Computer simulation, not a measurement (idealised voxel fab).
Title: Process Module voxel ribs on slabs
In the cross-section labelled cut, the width is 155 nm and each square cell is 5 nm.
This document writes a cross-section as a grid whose cells are square, and gives it as bands, listed from the top down; one or more rows of cells form a band. Basically the band line says how high the top is and how high the bottom is, in nm, and then what's in it from left to right, every material with its width in nm. Empty space shows up as "air", and if a single material carries "edge to edge" it runs the full band edge to edge. Heights are reckoned from 0. Under this level, the received wafer is all of one material. The bottommost band is open-ended downward, for example "0 -> down". A width such as "30->40" changes by the same amount from each row of cells to the next, from the band's top row to its bottom row. Take "no change" at face value: in the step it is given for, the cross-section changed in none of its cells. Empty spaces counting at least 8 cells and having no open way to the top are listed in "Non-vented voids". The notation width x height at distance is used for each, the distance being from the left edge and all three values in nm. Text after the settings on a step's line: the simulator's own remark on that step. The line of a step may include "overlay nm". On a step with a mask, this value is how far to the right of its planned place the mask lay. A negative value means the mask lay to the left.

Below is the list of planned process steps
1. RECEIVE with material Si
2. DIRECTIONAL_DEP with material SiO2, thk nm 25
3. DIRECTIONAL_DEP with material SiN, thk nm 20
4. PATTERN with tone cover, mask id RIB, material resist, width nm 15, thk nm 15, overlay nm 0
5. DIRECTIONAL_ETCH with etch materials SiN, depth nm 5
6. STRIP with etch materials resist
7. PATTERN with tone cover, mask id SLAB, material resist, width nm 65, thk nm 15, overlay nm 0
8. DIRECTIONAL_ETCH with etch materials SiN, depth nm 15
9. STRIP with etch materials resist
10. FILL_DEP with material SiO2, thk nm 25
11. CMP with height nm 60
12. DIRECTIONAL_DEP with material TiN, thk nm 10
13. MASKED_ETCH with tone cover, mask id HEATER, width nm 25, etch materials TiN, depth nm 10, overlay nm 0
14. CONFORMAL_DEP with material SiO2, thk nm 5

First of two wafers, processed according to plan

The cross-section here shows the wafer as received, i.e. in its state after step 1
- 0 -> down = Si edge to edge
- Non-vented voids: none

Cross-section through the wafer, step 2 finished
- 25 -> 0 = SiO2 edge to edge
- For the remainder of the cross-section, below 0, there is no change.

Cross-section through the wafer, step 3 finished
- 45 -> 25 = SiN edge to edge
- For the remainder of the cross-section, below 25, there is no change.

Cross-section through the wafer, step 4 finished
- 60 -> 45 = air=70  resist=15  air=70
- For the remainder of the cross-section, below 45, there is no change.

Cross-section through the wafer, step 5 finished
- 60 -> 45 = air=70  resist=15  air=70
- 45 -> 40 = air=70  SiN=15  air=70
- For the remainder of the cross-section, below 40, there is no change.

Cross-section through the wafer, step 6 finished
- 45 -> 40 = air=70  SiN=15  air=70
- For the remainder of the cross-section, below 40, there is no change.

Cross-section through the wafer, step 7 finished
- 60 -> 45 = air=45  resist=65  air=45
- 45 -> 40 = air=45  resist=25  SiN=15  resist=25  air=45
- For the remainder of the cross-section, below 40, there is no change.

Cross-section through the wafer, step 8 finished
- 60 -> 45 = air=45  resist=65  air=45
- 45 -> 40 = air=45  resist=25  SiN=15  resist=25  air=45
- 40 -> 25 = air=45  SiN=65  air=45
- For the remainder of the cross-section, below 25, there is no change.

Cross-section through the wafer, step 9 finished
- 45 -> 40 = air=70  SiN=15  air=70
- For the remainder of the cross-section, below 40, there is no change.

Cross-section through the wafer, step 10 finished
- 70 -> 45 = SiO2 edge to edge
- 45 -> 40 = SiO2=70  SiN=15  SiO2=70
- 40 -> 25 = SiO2=45  SiN=65  SiO2=45
- For the remainder of the cross-section, below 25, there is no change.

Cross-section through the wafer, step 11 finished
- 60 -> 45 = SiO2 edge to edge
- For the remainder of the cross-section, below 45, there is no change.

Cross-section through the wafer, step 12 finished
- 70 -> 60 = TiN edge to edge
- For the remainder of the cross-section, below 60, there is no change.

Cross-section through the wafer, step 13 finished
- 70 -> 60 = air=65  TiN=25  air=65
- For the remainder of the cross-section, below 60, there is no change.

Cross-section through the wafer, step 14 finished
- 75 -> 70 = air=60  SiO2=35  air=60
- 70 -> 65 = air=60  SiO2=5  TiN=25  SiO2=5  air=60
- 65 -> 60 = SiO2=65  TiN=25  SiO2=65
- For the remainder of the cross-section, below 60, there is no change.

Wafer two. Identical start, identical plan. One mistake in execution. Identical history through step 10

Cross-section of the second wafer when, according to plan, step 11 should have finished
- 65 -> 45 = SiO2 edge to edge
- For the remainder of the cross-section, below 45, there is no change.

Cross-section of the second wafer when, according to plan, step 12 should have finished
- 75 -> 65 = TiN edge to edge
- For the remainder of the cross-section, below 65, there is no change.

Cross-section of the second wafer when, according to plan, step 13 should have finished
- 75 -> 65 = air=65  TiN=25  air=65
- For the remainder of the cross-section, below 65, there is no change.

Cross-section of the second wafer when, according to plan, step 14 should have finished
- 80 -> 75 = air=60  SiO2=35  air=60
- 75 -> 70 = air=60  SiO2=5  TiN=25  SiO2=5  air=60
- 70 -> 65 = SiO2=65  TiN=25  SiO2=65
- For the remainder of the cross-section, below 65, there is no change.
Nonconformance to the process plan: contrary to plan, step 11 was performed as CMP with height nm 65
FYI, end of process, the second wafer has more or fewer cells of some materials than the first: SiO2 +31
